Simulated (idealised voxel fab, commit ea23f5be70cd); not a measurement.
A process module follows: voxel double patterning.
Each square cell in cross-section cut measures 5 nm, and the section as a whole is 260 nm wide.
A cross-section in this document is a grid of square cells, and it is written down as bands, the top band listed before the ones below it; a band is made up of one or more rows of cells. Read a band's entry like this: the first values are the height of its top and the height of its bottom in nm, and what follows is the sequence of materials from left to right, each with its width in nm. Note that "blank" is empty space, and that a single material marked "full width" reaches across the band from edge to edge. Heights from 0 (as-received wafer is one material below). Bottom band endless downward, as "from 0 down". When a width is written as two numbers, as in "30 to 40", the first number is the width in the top row of cells of the band and the second is the width in its bottom row, and the width changes by the same amount from each row to the next. Reading "no change" for a step: not a cell of the cross-section changed in it. Voids not open to the top, 8 cells minimum: see "Voids lacking openings". Written width x height at distance; distance is from the left edge; nm. Where a step's line continues beyond its settings, the continuation is a remark by the simulator itself on that step. overlay nm, on a step with a mask: how far to the right of its planned place the mask lay; to the left if negative.
## Below is the list of planned process steps
1: RECEIVE (material Si)
2: CONFORMAL_DEP (material SiO2; thk nm 5)
3: DIRECTIONAL_DEP (material TiN; thk nm 10)
4: DIRECTIONAL_DEP (material SiCN; thk nm 10)
5: DIRECTIONAL_DEP (material aC; thk nm 10)
6: PATTERN (tone open; mask id FIRST; material resist; width nm 15; pitch nm 50; thk nm 30; overlay nm 0)
7: DIRECTIONAL_ETCH (etch materials aC; depth nm 10)
8: STRIP (etch materials resist)
9: DIRECTIONAL_ETCH (etch materials SiCN; depth nm 10)
10: STRIP (etch materials aC)
11: PATTERN (tone open; mask id SECOND; material resist; width nm 15; thk nm 15; overlay nm 0)
12: DIRECTIONAL_ETCH (etch materials SiCN; depth nm 10)
13: STRIP (etch materials resist)
14: DIRECTIONAL_ETCH (etch materials TiN; depth nm 10)
15: STRIP (etch materials SiCN)
## Wafer as received: cross-section following step 1
> from 0 down | Si full width
> Voids lacking openings: none
## Here's the wafer cut in cross-section after the module, started and planned just like above, except one thing was done wrong in the run
> from 15 to 5 | TiN=105  blank=30  TiN=20  blank=15  TiN=90
> from 5 to 0 | SiO2 full width
> from 0 down | Si full width
> Voids lacking openings: none
Misprocessing identified: planned and actual differ for step 6; actual: PATTERN (tone open; mask id FIRST; material resist; width nm 15; pitch nm 50; thk nm 30; overlay nm 10)
